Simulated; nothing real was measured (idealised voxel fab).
This section sets out a process module, namely voxel gate over fins.
Cross-section cut spans 240 nm and uses square cells 5 nm in size.
Think of the cross-section as a grid of square cells. We describe it in bands, top to bottom, and each band covers one or more rows of those cells.
A band entry consists of two parts. The first gives the height of the band's top and the height of its bottom, in nm. The rest lists the band's materials from left to right, each with its width in nm. A single material labelled with the word "everywhere" fills the band from edge to edge, and the word "blank" marks empty space.
Note: height 0 marks the level under which the wafer is uniformly one material as received. Lowest band unbounded below, written "from 0 down".
Read "30->40" as a graded width: first number on top, second number at the bottom, same change between each pair of neighbouring rows.
Where the words "remained the same" appear for a step, the cross-section shows no cell changed by that step; every cell remained as before.
Each empty space that has no open way to the top and spans at least 8 cells appears under "Enclosed void catalog" as width x height at distance, the distance counted from the left edge, all in nm.
Text after the settings on a step's line: the simulator's own remark on that step.
"overlay nm", when on a step's line for a step with a mask, measures how far to the right of its planned place the mask lay; a negative measure means to the left.
[So here's the lineup of process steps we planned]
step 1: op RECEIVE | material Si
step 2: op CONFORMAL_DEP | material SiN | thk nm 5
step 3: op DIRECTIONAL_DEP | material aC | thk nm 10
step 4: op PATTERN | tone cover | mask id FINS | material resist | width nm 15 | pitch nm 35 | thk nm 30 | overlay nm 0
step 5: op DIRECTIONAL_ETCH | etch materials aC | depth nm 10
step 6: op STRIP | etch materials resist
step 7: op DIRECTIONAL_ETCH | etch materials SiN | depth nm 5
step 8: op DIRECTIONAL_ETCH | etch materials Si | depth nm 35
step 9: op STRIP | etch materials aC
step 10: op FILL_DEP | material SiO2 | thk nm 10
step 11: op CMP | height nm 5
step 12: op SELECTIVE_ETCH | etch materials SiO2 | depth nm 20
step 13: op STRIP | etch materials SiN
step 14: op CONFORMAL_DEP | material HfO2 | thk nm 5
step 15: op CONFORMAL_DEP | material TiN | thk nm 5
step 16: op FILL_DEP | material W | thk nm 10
step 17: op CMP | height nm 15
step 18: op CONFORMAL_DEP | material SiCN | thk nm 5
[Delivered wafer in cross-section: state after step 1]
from 0 down: Si everywhere
Enclosed void catalog: none
[Cross-section, end of module. Start: as above. Plan: as above. Execution: one mistake]
from 20 to 15: SiCN everywhere
from 15 to 10: W everywhere
from 10 to 5: W=50, then TiN=140, then W=50
from 5 to 0: W=50, then TiN=5, then HfO2=25, then TiN=10, then HfO2=25, then TiN=10, then HfO2=25, then TiN=10, then HfO2=25, then TiN=5, then W=50
from 0 to -5: W=50, then TiN=5, then HfO2=5, then Si=15, then HfO2=5, then TiN=10, then HfO2=5, then Si=15, then HfO2=5, then TiN=10, then HfO2=5, then Si=15, then HfO2=5, then TiN=10, then HfO2=5, then Si=15, then HfO2=5, then TiN=5, then W=50
from -5 to -10: TiN=55, then HfO2=5, then Si=15, then HfO2=5, then TiN=10, then HfO2=5, then Si=15, then HfO2=5, then TiN=10, then HfO2=5, then Si=15, then HfO2=5, then TiN=10, then HfO2=5, then Si=15, then HfO2=5, then TiN=55
from -10 to -15: HfO2=60, then Si=15, then HfO2=20, then Si=15, then HfO2=20, then Si=15, then HfO2=20, then Si=15, then HfO2=60
from -15 to -70: SiO2=60, then Si=15, then SiO2=20, then Si=15, then SiO2=20, then Si=15, then SiO2=20, then Si=15, then SiO2=60
from -70 down: Si everywhere
Enclosed void catalog: none
Plan not followed: the plan's step 8 ran twice
